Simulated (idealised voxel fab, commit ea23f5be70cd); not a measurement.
Module name: voxel wiring stack (process module)
For reference, the cross-section in this document is cut, with width 275 nm and square cells of 5 nm.
For the purposes of this document, a cross-section shall be understood as a grid of square cells, specified as bands listed in top-to-bottom order, each band consisting of one or more rows of cells. The band entry comprises the height of the band's top followed by the height of its bottom, expressed in nm, and subsequently the band's materials from left to right, each stated together with its width in nm. Where a single material is marked with the word "full width", that material fills the band from edge to edge. The word "blank" represents empty space. Heights are measured from 0, the level below which the as-received wafer is all one material; the lowest band has no bottom and continues downward, written as in "0 -> down". So if you see something like "30->40" for the width, read it as the top row of the band sitting at the first number and the bottom row at the second, with every row in between moving by the same amount as the last. The designation "changes: none", where it is given for a processing step, indicates that no cell of the cross-section was altered in the course of that step. Entry "Enclosed voids". Content: empty spaces with no open connection to the top, size 8 cells or greater. Each: width x height at distance. Distance: from left edge. Unit: nm. It should be noted that, on the line of a given step, the content following the step's settings is a remark produced by the simulator itself with respect to that step. "overlay nm", when on a step's line for a step with a mask, measures how far to the right of its planned place the mask lay; a negative measure means to the left.

Below is the list of planned process steps
| 1 | RECEIVE with material Si |
| 2 | CONFORMAL_DEP with material SiO2, thk nm 15 |
| 3 | DIRECTIONAL_DEP with material TiN, thk nm 5 |
| 4 | DIRECTIONAL_DEP with material Ru, thk nm 25 |
| 5 | DIRECTIONAL_DEP with material aC, thk nm 15 |
| 6 | PATTERN with tone cover, mask id METAL_1, material resist, width nm 20, pitch nm 40, thk nm 30, overlay nm 0 |
| 7 | DIRECTIONAL_ETCH with etch materials aC, depth nm 15 |
| 8 | STRIP with etch materials resist |
| 9 | DIRECTIONAL_ETCH with etch materials Ru, depth nm 25 |
| 10 | DIRECTIONAL_ETCH with etch materials TiN, depth nm 5 |
| 11 | STRIP with etch materials aC |
| 12 | FILL_DEP with material SiO2, thk nm 5 |
| 13 | CMP with height nm 45 |
| 14 | CONFORMAL_DEP with material SiCN, thk nm 5 |
| 15 | DIRECTIONAL_DEP with material lowk, thk nm 30 |
| 16 | PATTERN with tone open, mask id METAL_2_HOLES, material resist, width nm 15, pitch nm 80, thk nm 15, overlay nm 0 |
| 17 | DIRECTIONAL_ETCH with etch materials lowk, depth nm 30 |
| 18 | STRIP with etch materials resist |
| 19 | PATTERN with tone open, mask id METAL_2, material resist, width nm 20, pitch nm 40, thk nm 15, overlay nm 0 |
| 20 | DIRECTIONAL_ETCH with etch materials lowk, depth nm 20 |
| 21 | DIRECTIONAL_ETCH with etch materials SiCN, depth nm 5 |
| 22 | STRIP with etch materials resist |
| 23 | CONFORMAL_DEP with material TiN, thk nm 5 |
| 24 | FILL_DEP with material Ru, thk nm 5 |
| 25 | CMP with height nm 80 |
| 26 | CONFORMAL_DEP with material SiCN, thk nm 5 |
| 27 | DIRECTIONAL_DEP with material SiO2, thk nm 35 |
| 28 | DIRECTIONAL_DEP with material aC, thk nm 10 |
| 29 | PATTERN with tone open, mask id METAL_3, material resist, width nm 20, pitch nm 40, thk nm 30, overlay nm 0 |
| 30 | DIRECTIONAL_ETCH with etch materials aC, depth nm 10 |
| 31 | STRIP with etch materials resist |
| 32 | DIRECTIONAL_ETCH with etch materials SiO2, depth nm 20 |
| 33 | STRIP with etch materials aC |
| 34 | MASKED_ETCH with tone open, mask id METAL_3_HOLES, width nm 15, pitch nm 80, etch materials SiO2, depth nm 15, overlay nm 0 |
| 35 | MASKED_ETCH with tone open, mask id METAL_3_HOLES, width nm 15, pitch nm 80, etch materials SiCN, depth nm 5, overlay nm 0 |
| 36 | CONFORMAL_DEP with material TiN, thk nm 5 |
| 37 | FILL_DEP with material Cu, thk nm 10 |
| 38 | CMP with height nm 120 |
| 39 | CONFORMAL_DEP with material SiN, thk nm 5 |

Run as planned: first of two wafers

as received, after step 1
> 0 -> down: Si full width
> Enclosed voids: none

State of the wafer after step 2, shown in cross-section
> 15 -> 0: SiO2 full width
> Note: structure below 0 unchanged.

State of the wafer after step 3, shown in cross-section
> 20 -> 15: TiN full width
> Note: structure below 15 unchanged.

State of the wafer after step 4, shown in cross-section
> 45 -> 20: Ru full width
> Note: structure below 20 unchanged.

State of the wafer after step 5, shown in cross-section
> 60 -> 45: aC full width
> Note: structure below 45 unchanged.

State of the wafer after step 6, shown in cross-section
> 90 -> 60: 65 nm blank; 20 nm resist; 20 nm blank; 20 nm resist; 20 nm blank; 20 nm resist; 20 nm blank; 20 nm resist; 70 nm blank
> Note: structure below 60 unchanged.

State of the wafer after step 7, shown in cross-section
> 75 -> 60: 65 nm blank; 20 nm resist; 20 nm blank; 20 nm resist; 20 nm blank; 20 nm resist; 20 nm blank; 20 nm resist; 70 nm blank
> 60 -> 45: 65 nm blank; 20 nm aC; 20 nm blank; 20 nm aC; 20 nm blank; 20 nm aC; 20 nm blank; 20 nm aC; 70 nm blank
> Note: structure below 45 unchanged.

State of the wafer after step 8, shown in cross-section
> 60 -> 45: 65 nm blank; 20 nm aC; 20 nm blank; 20 nm aC; 20 nm blank; 20 nm aC; 20 nm blank; 20 nm aC; 70 nm blank
> Note: structure below 45 unchanged.

State of the wafer after step 9, shown in cross-section
> 60 -> 45: 65 nm blank; 20 nm aC; 20 nm blank; 20 nm aC; 20 nm blank; 20 nm aC; 20 nm blank; 20 nm aC; 70 nm blank
> 45 -> 20: 65 nm blank; 20 nm Ru; 20 nm blank; 20 nm Ru; 20 nm blank; 20 nm Ru; 20 nm blank; 20 nm Ru; 70 nm blank
> Note: structure below 20 unchanged.

State of the wafer after step 10, shown in cross-section
> 60 -> 45: 65 nm blank; 20 nm aC; 20 nm blank; 20 nm aC; 20 nm blank; 20 nm aC; 20 nm blank; 20 nm aC; 70 nm blank
> 45 -> 20: 65 nm blank; 20 nm Ru; 20 nm blank; 20 nm Ru; 20 nm blank; 20 nm Ru; 20 nm blank; 20 nm Ru; 70 nm blank
> 20 -> 15: 65 nm blank; 20 nm TiN; 20 nm blank; 20 nm TiN; 20 nm blank; 20 nm TiN; 20 nm blank; 20 nm TiN; 70 nm blank
> Note: structure below 15 unchanged.

State of the wafer after step 11, shown in cross-section
> 45 -> 20: 65 nm blank; 20 nm Ru; 20 nm blank; 20 nm Ru; 20 nm blank; 20 nm Ru; 20 nm blank; 20 nm Ru; 70 nm blank
> Note: structure below 20 unchanged.

State of the wafer after step 12, shown in cross-section
> 50 -> 45: SiO2 full width
> 45 -> 20: 65 nm SiO2; 20 nm Ru; 20 nm SiO2; 20 nm Ru; 20 nm SiO2; 20 nm Ru; 20 nm SiO2; 20 nm Ru; 70 nm SiO2
> 20 -> 15: 65 nm SiO2; 20 nm TiN; 20 nm SiO2; 20 nm TiN; 20 nm SiO2; 20 nm TiN; 20 nm SiO2; 20 nm TiN; 70 nm SiO2
> Note: structure below 15 unchanged.

State of the wafer after step 13, shown in cross-section
> 45 -> 20: 65 nm SiO2; 20 nm Ru; 20 nm SiO2; 20 nm Ru; 20 nm SiO2; 20 nm Ru; 20 nm SiO2; 20 nm Ru; 70 nm SiO2
> Note: structure below 20 unchanged.

State of the wafer after step 14, shown in cross-section
> 50 -> 45: SiCN full width
> Note: structure below 45 unchanged.

State of the wafer after step 15, shown in cross-section
> 80 -> 50: lowk full width
> Note: structure below 50 unchanged.

State of the wafer after step 16, shown in cross-section
> 95 -> 80: 65 nm resist; 15 nm blank; 65 nm resist; 15 nm blank; 115 nm resist
> Note: structure below 80 unchanged.

State of the wafer after step 17, shown in cross-section
> 95 -> 80: 65 nm resist; 15 nm blank; 65 nm resist; 15 nm blank; 115 nm resist
> 80 -> 50: 65 nm lowk; 15 nm blank; 65 nm lowk; 15 nm blank; 115 nm lowk
> Note: structure below 50 unchanged.

State of the wafer after step 18, shown in cross-section
> 80 -> 50: 65 nm lowk; 15 nm blank; 65 nm lowk; 15 nm blank; 115 nm lowk
> Note: structure below 50 unchanged.

State of the wafer after step 19, shown in cross-section
> 95 -> 80: 65 nm resist; 20 nm blank; 20 nm resist; 20 nm blank; 20 nm resist; 20 nm blank; 20 nm resist; 20 nm blank; 70 nm resist
> Note: structure below 80 unchanged.

State of the wafer after step 20, shown in cross-section
> 95 -> 80: 65 nm resist; 20 nm blank; 20 nm resist; 20 nm blank; 20 nm resist; 20 nm blank; 20 nm resist; 20 nm blank; 70 nm resist
> 80 -> 60: 65 nm lowk; 20 nm blank; 20 nm lowk; 20 nm blank; 20 nm lowk; 20 nm blank; 20 nm lowk; 20 nm blank; 70 nm lowk
> Note: structure below 60 unchanged.

State of the wafer after step 21, shown in cross-section
> 95 -> 80: 65 nm resist; 20 nm blank; 20 nm resist; 20 nm blank; 20 nm resist; 20 nm blank; 20 nm resist; 20 nm blank; 70 nm resist
> 80 -> 60: 65 nm lowk; 20 nm blank; 20 nm lowk; 20 nm blank; 20 nm lowk; 20 nm blank; 20 nm lowk; 20 nm blank; 70 nm lowk
> 60 -> 50: 65 nm lowk; 15 nm blank; 65 nm lowk; 15 nm blank; 115 nm lowk
> 50 -> 45: 65 nm SiCN; 15 nm blank; 65 nm SiCN; 15 nm blank; 115 nm SiCN
> Note: structure below 45 unchanged.

State of the wafer after step 22, shown in cross-section
> 80 -> 60: 65 nm lowk; 20 nm blank; 20 nm lowk; 20 nm blank; 20 nm lowk; 20 nm blank; 20 nm lowk; 20 nm blank; 70 nm lowk
> Note: structure below 60 unchanged.

State of the wafer after step 23, shown in cross-section
> 85 -> 80: 70 nm TiN; 10 nm blank; 30 nm TiN; 10 nm blank; 30 nm TiN; 10 nm blank; 30 nm TiN; 10 nm blank; 75 nm TiN
> 80 -> 65: 65 nm lowk; 5 nm TiN; 10 nm blank; 5 nm TiN; 20 nm lowk; 5 nm TiN; 10 nm blank; 5 nm TiN; 20 nm lowk; 5 nm TiN; 10 nm blank; 5 nm TiN; 20 nm lowk; 5 nm TiN; 10 nm blank; 5 nm TiN; 70 nm lowk
> 65 -> 60: 65 nm lowk; 5 nm TiN; 5 nm blank; 10 nm TiN; 20 nm lowk; 20 nm TiN; 20 nm lowk; 5 nm TiN; 5 nm blank; 10 nm TiN; 20 nm lowk; 20 nm TiN; 70 nm lowk
> 60 -> 50: 65 nm lowk; 5 nm TiN; 5 nm blank; 5 nm TiN; 65 nm lowk; 5 nm TiN; 5 nm blank; 5 nm TiN; 115 nm lowk
> 50 -> 45: 65 nm SiCN; 15 nm TiN; 65 nm SiCN; 15 nm TiN; 115 nm SiCN
> Note: structure below 45 unchanged.

State of the wafer after step 24, shown in cross-section
> 90 -> 85: Ru full width
> 85 -> 80: 70 nm TiN; 10 nm Ru; 30 nm TiN; 10 nm Ru; 30 nm TiN; 10 nm Ru; 30 nm TiN; 10 nm Ru; 75 nm TiN
> 80 -> 65: 65 nm lowk; 5 nm TiN; 10 nm Ru; 5 nm TiN; 20 nm lowk; 5 nm TiN; 10 nm Ru; 5 nm TiN; 20 nm lowk; 5 nm TiN; 10 nm Ru; 5 nm TiN; 20 nm lowk; 5 nm TiN; 10 nm Ru; 5 nm TiN; 70 nm lowk
> 65 -> 60: 65 nm lowk; 5 nm TiN; 5 nm Ru; 10 nm TiN; 20 nm lowk; 20 nm TiN; 20 nm lowk; 5 nm TiN; 5 nm Ru; 10 nm TiN; 20 nm lowk; 20 nm TiN; 70 nm lowk
> 60 -> 50: 65 nm lowk; 5 nm TiN; 5 nm Ru; 5 nm TiN; 65 nm lowk; 5 nm TiN; 5 nm Ru; 5 nm TiN; 115 nm lowk
> Note: structure below 50 unchanged.

State of the wafer after step 25, shown in cross-section
> 80 -> 65: 65 nm lowk; 5 nm TiN; 10 nm Ru; 5 nm TiN; 20 nm lowk; 5 nm TiN; 10 nm Ru; 5 nm TiN; 20 nm lowk; 5 nm TiN; 10 nm Ru; 5 nm TiN; 20 nm lowk; 5 nm TiN; 10 nm Ru; 5 nm TiN; 70 nm lowk
> Note: structure below 65 unchanged.

State of the wafer after step 26, shown in cross-section
> 85 -> 80: SiCN full width
> Note: structure below 80 unchanged.

State of the wafer after step 27, shown in cross-section
> 120 -> 85: SiO2 full width
> Note: structure below 85 unchanged.

State of the wafer after step 28, shown in cross-section
> 130 -> 120: aC full width
> Note: structure below 120 unchanged.

State of the wafer after step 29, shown in cross-section
> 160 -> 130: 65 nm resist; 20 nm blank; 20 nm resist; 20 nm blank; 20 nm resist; 20 nm blank; 20 nm resist; 20 nm blank; 70 nm resist
> Note: structure below 130 unchanged.

State of the wafer after step 30, shown in cross-section
> 150 -> 130: 65 nm resist; 20 nm blank; 20 nm resist; 20 nm blank; 20 nm resist; 20 nm blank; 20 nm resist; 20 nm blank; 70 nm resist
> 130 -> 120: 65 nm aC; 20 nm blank; 20 nm aC; 20 nm blank; 20 nm aC; 20 nm blank; 20 nm aC; 20 nm blank; 70 nm aC
> Note: structure below 120 unchanged.

State of the wafer after step 31, shown in cross-section
> 130 -> 120: 65 nm aC; 20 nm blank; 20 nm aC; 20 nm blank; 20 nm aC; 20 nm blank; 20 nm aC; 20 nm blank; 70 nm aC
> Note: structure below 120 unchanged.

State of the wafer after step 32, shown in cross-section
> 130 -> 120: 65 nm aC; 20 nm blank; 20 nm aC; 20 nm blank; 20 nm aC; 20 nm blank; 20 nm aC; 20 nm blank; 70 nm aC
> 120 -> 100: 65 nm SiO2; 20 nm blank; 20 nm SiO2; 20 nm blank; 20 nm SiO2; 20 nm blank; 20 nm SiO2; 20 nm blank; 70 nm SiO2
> Note: structure below 100 unchanged.

State of the wafer after step 33, shown in cross-section
> 120 -> 100: 65 nm SiO2; 20 nm blank; 20 nm SiO2; 20 nm blank; 20 nm SiO2; 20 nm blank; 20 nm SiO2; 20 nm blank; 70 nm SiO2
> Note: structure below 100 unchanged.

State of the wafer after step 34, shown in cross-section
> 120 -> 100: 65 nm SiO2; 20 nm blank; 20 nm SiO2; 20 nm blank; 20 nm SiO2; 20 nm blank; 20 nm SiO2; 20 nm blank; 70 nm SiO2
> 100 -> 85: 65 nm SiO2; 15 nm blank; 65 nm SiO2; 15 nm blank; 115 nm SiO2
> Note: structure below 85 unchanged.

State of the wafer after step 35, shown in cross-section
> 120 -> 100: 65 nm SiO2; 20 nm blank; 20 nm SiO2; 20 nm blank; 20 nm SiO2; 20 nm blank; 20 nm SiO2; 20 nm blank; 70 nm SiO2
> 100 -> 85: 65 nm SiO2; 15 nm blank; 65 nm SiO2; 15 nm blank; 115 nm SiO2
> 85 -> 80: 65 nm SiCN; 15 nm blank; 65 nm SiCN; 15 nm blank; 115 nm SiCN
> Note: structure below 80 unchanged.

State of the wafer after step 36, shown in cross-section
> 125 -> 120: 70 nm TiN; 10 nm blank; 30 nm TiN; 10 nm blank; 30 nm TiN; 10 nm blank; 30 nm TiN; 10 nm blank; 75 nm TiN
> 120 -> 105: 65 nm SiO2; 5 nm TiN; 10 nm blank; 5 nm TiN; 20 nm SiO2; 5 nm TiN; 10 nm blank; 5 nm TiN; 20 nm SiO2; 5 nm TiN; 10 nm blank; 5 nm TiN; 20 nm SiO2; 5 nm TiN; 10 nm blank; 5 nm TiN; 70 nm SiO2
> 105 -> 100: 65 nm SiO2; 5 nm TiN; 5 nm blank; 10 nm TiN; 20 nm SiO2; 20 nm TiN; 20 nm SiO2; 5 nm TiN; 5 nm blank; 10 nm TiN; 20 nm SiO2; 20 nm TiN; 70 nm SiO2
> 100 -> 85: 65 nm SiO2; 5 nm TiN; 5 nm blank; 5 nm TiN; 65 nm SiO2; 5 nm TiN; 5 nm blank; 5 nm TiN; 115 nm SiO2
> 85 -> 80: 65 nm SiCN; 15 nm TiN; 65 nm SiCN; 15 nm TiN; 115 nm SiCN
> Note: structure below 80 unchanged.

State of the wafer after step 37, shown in cross-section
> 135 -> 125: Cu full width
> 125 -> 120: 70 nm TiN; 10 nm Cu; 30 nm TiN; 10 nm Cu; 30 nm TiN; 10 nm Cu; 30 nm TiN; 10 nm Cu; 75 nm TiN
> 120 -> 105: 65 nm SiO2; 5 nm TiN; 10 nm Cu; 5 nm TiN; 20 nm SiO2; 5 nm TiN; 10 nm Cu; 5 nm TiN; 20 nm SiO2; 5 nm TiN; 10 nm Cu; 5 nm TiN; 20 nm SiO2; 5 nm TiN; 10 nm Cu; 5 nm TiN; 70 nm SiO2
> 105 -> 100: 65 nm SiO2; 5 nm TiN; 5 nm Cu; 10 nm TiN; 20 nm SiO2; 20 nm TiN; 20 nm SiO2; 5 nm TiN; 5 nm Cu; 10 nm TiN; 20 nm SiO2; 20 nm TiN; 70 nm SiO2
> 100 -> 85: 65 nm SiO2; 5 nm TiN; 5 nm Cu; 5 nm TiN; 65 nm SiO2; 5 nm TiN; 5 nm Cu; 5 nm TiN; 115 nm SiO2
> Note: structure below 85 unchanged.

State of the wafer after step 38, shown in cross-section
> 120 -> 105: 65 nm SiO2; 5 nm TiN; 10 nm Cu; 5 nm TiN; 20 nm SiO2; 5 nm TiN; 10 nm Cu; 5 nm TiN; 20 nm SiO2; 5 nm TiN; 10 nm Cu; 5 nm TiN; 20 nm SiO2; 5 nm TiN; 10 nm Cu; 5 nm TiN; 70 nm SiO2
> Note: structure below 105 unchanged.

State of the wafer after step 39, shown in cross-section
> 125 -> 120: SiN full width
> Note: structure below 120 unchanged.

Second wafer. Start and plan as for the first. One mistake made in running. Agrees with the first up to and including step 2

Second wafer, cut view, end of step 3 per plan: changes: none

Second wafer, cut view, end of step 4 per plan
> 40 -> 15: Ru full width
> Note: structure below 15 unchanged.

Second wafer, cut view, end of step 5 per plan
> 55 -> 40: aC full width
> Note: structure below 40 unchanged.

Second wafer, cut view, end of step 6 per plan
> 85 -> 55: 65 nm blank; 20 nm resist; 20 nm blank; 20 nm resist; 20 nm blank; 20 nm resist; 20 nm blank; 20 nm resist; 70 nm blank
> Note: structure below 55 unchanged.

Second wafer, cut view, end of step 7 per plan
> 70 -> 55: 65 nm blank; 20 nm resist; 20 nm blank; 20 nm resist; 20 nm blank; 20 nm resist; 20 nm blank; 20 nm resist; 70 nm blank
> 55 -> 40: 65 nm blank; 20 nm aC; 20 nm blank; 20 nm aC; 20 nm blank; 20 nm aC; 20 nm blank; 20 nm aC; 70 nm blank
> Note: structure below 40 unchanged.

Second wafer, cut view, end of step 8 per plan
> 55 -> 40: 65 nm blank; 20 nm aC; 20 nm blank; 20 nm aC; 20 nm blank; 20 nm aC; 20 nm blank; 20 nm aC; 70 nm blank
> Note: structure below 40 unchanged.

Second wafer, cut view, end of step 9 per plan
> 55 -> 40: 65 nm blank; 20 nm aC; 20 nm blank; 20 nm aC; 20 nm blank; 20 nm aC; 20 nm blank; 20 nm aC; 70 nm blank
> 40 -> 15: 65 nm blank; 20 nm Ru; 20 nm blank; 20 nm Ru; 20 nm blank; 20 nm Ru; 20 nm blank; 20 nm Ru; 70 nm blank
> Note: structure below 15 unchanged.

Second wafer, cut view, end of step 10 per plan: changes: none

Second wafer, cut view, end of step 11 per plan
> 40 -> 15: 65 nm blank; 20 nm Ru; 20 nm blank; 20 nm Ru; 20 nm blank; 20 nm Ru; 20 nm blank; 20 nm Ru; 70 nm blank
> Note: structure below 15 unchanged.

Second wafer, cut view, end of step 12 per plan
> 45 -> 40: SiO2 full width
> 40 -> 15: 65 nm SiO2; 20 nm Ru; 20 nm SiO2; 20 nm Ru; 20 nm SiO2; 20 nm Ru; 20 nm SiO2; 20 nm Ru; 70 nm SiO2
> Note: structure below 15 unchanged.

Second wafer, cut view, end of step 13 per plan: changes: none

Second wafer, cut view, end of step 14 per plan
> 50 -> 45: SiCN full width
> Note: structure below 45 unchanged.

Second wafer, cut view, end of step 15 per plan
> 80 -> 50: lowk full width
> Note: structure below 50 unchanged.

Second wafer, cut view, end of step 16 per plan
> 95 -> 80: 65 nm resist; 15 nm blank; 65 nm resist; 15 nm blank; 115 nm resist
> Note: structure below 80 unchanged.

Second wafer, cut view, end of step 17 per plan
> 95 -> 80: 65 nm resist; 15 nm blank; 65 nm resist; 15 nm blank; 115 nm resist
> 80 -> 50: 65 nm lowk; 15 nm blank; 65 nm lowk; 15 nm blank; 115 nm lowk
> Note: structure below 50 unchanged.

Second wafer, cut view, end of step 18 per plan
> 80 -> 50: 65 nm lowk; 15 nm blank; 65 nm lowk; 15 nm blank; 115 nm lowk
> Note: structure below 50 unchanged.

Second wafer, cut view, end of step 19 per plan
> 95 -> 80: 65 nm resist; 20 nm blank; 20 nm resist; 20 nm blank; 20 nm resist; 20 nm blank; 20 nm resist; 20 nm blank; 70 nm resist
> Note: structure below 80 unchanged.

Second wafer, cut view, end of step 20 per plan
> 95 -> 80: 65 nm resist; 20 nm blank; 20 nm resist; 20 nm blank; 20 nm resist; 20 nm blank; 20 nm resist; 20 nm blank; 70 nm resist
> 80 -> 60: 65 nm lowk; 20 nm blank; 20 nm lowk; 20 nm blank; 20 nm lowk; 20 nm blank; 20 nm lowk; 20 nm blank; 70 nm lowk
> Note: structure below 60 unchanged.

Second wafer, cut view, end of step 21 per plan
> 95 -> 80: 65 nm resist; 20 nm blank; 20 nm resist; 20 nm blank; 20 nm resist; 20 nm blank; 20 nm resist; 20 nm blank; 70 nm resist
> 80 -> 60: 65 nm lowk; 20 nm blank; 20 nm lowk; 20 nm blank; 20 nm lowk; 20 nm blank; 20 nm lowk; 20 nm blank; 70 nm lowk
> 60 -> 50: 65 nm lowk; 15 nm blank; 65 nm lowk; 15 nm blank; 115 nm lowk
> 50 -> 45: 65 nm SiCN; 15 nm blank; 65 nm SiCN; 15 nm blank; 115 nm SiCN
> Note: structure below 45 unchanged.

Second wafer, cut view, end of step 22 per plan
> 80 -> 60: 65 nm lowk; 20 nm blank; 20 nm lowk; 20 nm blank; 20 nm lowk; 20 nm blank; 20 nm lowk; 20 nm blank; 70 nm lowk
> Note: structure below 60 unchanged.

Second wafer, cut view, end of step 23 per plan
> 85 -> 80: 70 nm TiN; 10 nm blank; 30 nm TiN; 10 nm blank; 30 nm TiN; 10 nm blank; 30 nm TiN; 10 nm blank; 75 nm TiN
> 80 -> 65: 65 nm lowk; 5 nm TiN; 10 nm blank; 5 nm TiN; 20 nm lowk; 5 nm TiN; 10 nm blank; 5 nm TiN; 20 nm lowk; 5 nm TiN; 10 nm blank; 5 nm TiN; 20 nm lowk; 5 nm TiN; 10 nm blank; 5 nm TiN; 70 nm lowk
> 65 -> 60: 65 nm lowk; 5 nm TiN; 5 nm blank; 10 nm TiN; 20 nm lowk; 20 nm TiN; 20 nm lowk; 5 nm TiN; 5 nm blank; 10 nm TiN; 20 nm lowk; 20 nm TiN; 70 nm lowk
> 60 -> 50: 65 nm lowk; 5 nm TiN; 5 nm blank; 5 nm TiN; 65 nm lowk; 5 nm TiN; 5 nm blank; 5 nm TiN; 115 nm lowk
> 50 -> 45: 65 nm SiCN; 15 nm TiN; 65 nm SiCN; 15 nm TiN; 115 nm SiCN
> Note: structure below 45 unchanged.

Second wafer, cut view, end of step 24 per plan
> 90 -> 85: Ru full width
> 85 -> 80: 70 nm TiN; 10 nm Ru; 30 nm TiN; 10 nm Ru; 30 nm TiN; 10 nm Ru; 30 nm TiN; 10 nm Ru; 75 nm TiN
> 80 -> 65: 65 nm lowk; 5 nm TiN; 10 nm Ru; 5 nm TiN; 20 nm lowk; 5 nm TiN; 10 nm Ru; 5 nm TiN; 20 nm lowk; 5 nm TiN; 10 nm Ru; 5 nm TiN; 20 nm lowk; 5 nm TiN; 10 nm Ru; 5 nm TiN; 70 nm lowk
> 65 -> 60: 65 nm lowk; 5 nm TiN; 5 nm Ru; 10 nm TiN; 20 nm lowk; 20 nm TiN; 20 nm lowk; 5 nm TiN; 5 nm Ru; 10 nm TiN; 20 nm lowk; 20 nm TiN; 70 nm lowk
> 60 -> 50: 65 nm lowk; 5 nm TiN; 5 nm Ru; 5 nm TiN; 65 nm lowk; 5 nm TiN; 5 nm Ru; 5 nm TiN; 115 nm lowk
> Note: structure below 50 unchanged.

Second wafer, cut view, end of step 25 per plan
> 80 -> 65: 65 nm lowk; 5 nm TiN; 10 nm Ru; 5 nm TiN; 20 nm lowk; 5 nm TiN; 10 nm Ru; 5 nm TiN; 20 nm lowk; 5 nm TiN; 10 nm Ru; 5 nm TiN; 20 nm lowk; 5 nm TiN; 10 nm Ru; 5 nm TiN; 70 nm lowk
> Note: structure below 65 unchanged.

Second wafer, cut view, end of step 26 per plan
> 85 -> 80: SiCN full width
> Note: structure below 80 unchanged.

Second wafer, cut view, end of step 27 per plan
> 120 -> 85: SiO2 full width
> Note: structure below 85 unchanged.

Second wafer, cut view, end of step 28 per plan
> 130 -> 120: aC full width
> Note: structure below 120 unchanged.

Second wafer, cut view, end of step 29 per plan
> 160 -> 130: 65 nm resist; 20 nm blank; 20 nm resist; 20 nm blank; 20 nm resist; 20 nm blank; 20 nm resist; 20 nm blank; 70 nm resist
> Note: structure below 130 unchanged.

Second wafer, cut view, end of step 30 per plan
> 150 -> 130: 65 nm resist; 20 nm blank; 20 nm resist; 20 nm blank; 20 nm resist; 20 nm blank; 20 nm resist; 20 nm blank; 70 nm resist
> 130 -> 120: 65 nm aC; 20 nm blank; 20 nm aC; 20 nm blank; 20 nm aC; 20 nm blank; 20 nm aC; 20 nm blank; 70 nm aC
> Note: structure below 120 unchanged.

Second wafer, cut view, end of step 31 per plan
> 130 -> 120: 65 nm aC; 20 nm blank; 20 nm aC; 20 nm blank; 20 nm aC; 20 nm blank; 20 nm aC; 20 nm blank; 70 nm aC
> Note: structure below 120 unchanged.

Second wafer, cut view, end of step 32 per plan
> 130 -> 120: 65 nm aC; 20 nm blank; 20 nm aC; 20 nm blank; 20 nm aC; 20 nm blank; 20 nm aC; 20 nm blank; 70 nm aC
> 120 -> 100: 65 nm SiO2; 20 nm blank; 20 nm SiO2; 20 nm blank; 20 nm SiO2; 20 nm blank; 20 nm SiO2; 20 nm blank; 70 nm SiO2
> Note: structure below 100 unchanged.

Second wafer, cut view, end of step 33 per plan
> 120 -> 100: 65 nm SiO2; 20 nm blank; 20 nm SiO2; 20 nm blank; 20 nm SiO2; 20 nm blank; 20 nm SiO2; 20 nm blank; 70 nm SiO2
> Note: structure below 100 unchanged.

Second wafer, cut view, end of step 34 per plan
> 120 -> 100: 65 nm SiO2; 20 nm blank; 20 nm SiO2; 20 nm blank; 20 nm SiO2; 20 nm blank; 20 nm SiO2; 20 nm blank; 70 nm SiO2
> 100 -> 85: 65 nm SiO2; 15 nm blank; 65 nm SiO2; 15 nm blank; 115 nm SiO2
> Note: structure below 85 unchanged.

Second wafer, cut view, end of step 35 per plan
> 120 -> 100: 65 nm SiO2; 20 nm blank; 20 nm SiO2; 20 nm blank; 20 nm SiO2; 20 nm blank; 20 nm SiO2; 20 nm blank; 70 nm SiO2
> 100 -> 85: 65 nm SiO2; 15 nm blank; 65 nm SiO2; 15 nm blank; 115 nm SiO2
> 85 -> 80: 65 nm SiCN; 15 nm blank; 65 nm SiCN; 15 nm blank; 115 nm SiCN
> Note: structure below 80 unchanged.

Second wafer, cut view, end of step 36 per plan
> 125 -> 120: 70 nm TiN; 10 nm blank; 30 nm TiN; 10 nm blank; 30 nm TiN; 10 nm blank; 30 nm TiN; 10 nm blank; 75 nm TiN
> 120 -> 105: 65 nm SiO2; 5 nm TiN; 10 nm blank; 5 nm TiN; 20 nm SiO2; 5 nm TiN; 10 nm blank; 5 nm TiN; 20 nm SiO2; 5 nm TiN; 10 nm blank; 5 nm TiN; 20 nm SiO2; 5 nm TiN; 10 nm blank; 5 nm TiN; 70 nm SiO2
> 105 -> 100: 65 nm SiO2; 5 nm TiN; 5 nm blank; 10 nm TiN; 20 nm SiO2; 20 nm TiN; 20 nm SiO2; 5 nm TiN; 5 nm blank; 10 nm TiN; 20 nm SiO2; 20 nm TiN; 70 nm SiO2
> 100 -> 85: 65 nm SiO2; 5 nm TiN; 5 nm blank; 5 nm TiN; 65 nm SiO2; 5 nm TiN; 5 nm blank; 5 nm TiN; 115 nm SiO2
> 85 -> 80: 65 nm SiCN; 15 nm TiN; 65 nm SiCN; 15 nm TiN; 115 nm SiCN
> Note: structure below 80 unchanged.

Second wafer, cut view, end of step 37 per plan
> 135 -> 125: Cu full width
> 125 -> 120: 70 nm TiN; 10 nm Cu; 30 nm TiN; 10 nm Cu; 30 nm TiN; 10 nm Cu; 30 nm TiN; 10 nm Cu; 75 nm TiN
> 120 -> 105: 65 nm SiO2; 5 nm TiN; 10 nm Cu; 5 nm TiN; 20 nm SiO2; 5 nm TiN; 10 nm Cu; 5 nm TiN; 20 nm SiO2; 5 nm TiN; 10 nm Cu; 5 nm TiN; 20 nm SiO2; 5 nm TiN; 10 nm Cu; 5 nm TiN; 70 nm SiO2
> 105 -> 100: 65 nm SiO2; 5 nm TiN; 5 nm Cu; 10 nm TiN; 20 nm SiO2; 20 nm TiN; 20 nm SiO2; 5 nm TiN; 5 nm Cu; 10 nm TiN; 20 nm SiO2; 20 nm TiN; 70 nm SiO2
> 100 -> 85: 65 nm SiO2; 5 nm TiN; 5 nm Cu; 5 nm TiN; 65 nm SiO2; 5 nm TiN; 5 nm Cu; 5 nm TiN; 115 nm SiO2
> Note: structure below 85 unchanged.

Second wafer, cut view, end of step 38 per plan
> 120 -> 105: 65 nm SiO2; 5 nm TiN; 10 nm Cu; 5 nm TiN; 20 nm SiO2; 5 nm TiN; 10 nm Cu; 5 nm TiN; 20 nm SiO2; 5 nm TiN; 10 nm Cu; 5 nm TiN; 20 nm SiO2; 5 nm TiN; 10 nm Cu; 5 nm TiN; 70 nm SiO2
> Note: structure below 105 unchanged.

Second wafer, cut view, end of step 39 per plan
> 125 -> 120: SiN full width
> Note: structure below 120 unchanged.
Deviation from plan: plan step 3 was not performed, having been skipped
Once processing is complete, comparing cell counts shows that the second wafer has more or fewer of certain materials than the first: +16 SiO2, -16 TiN
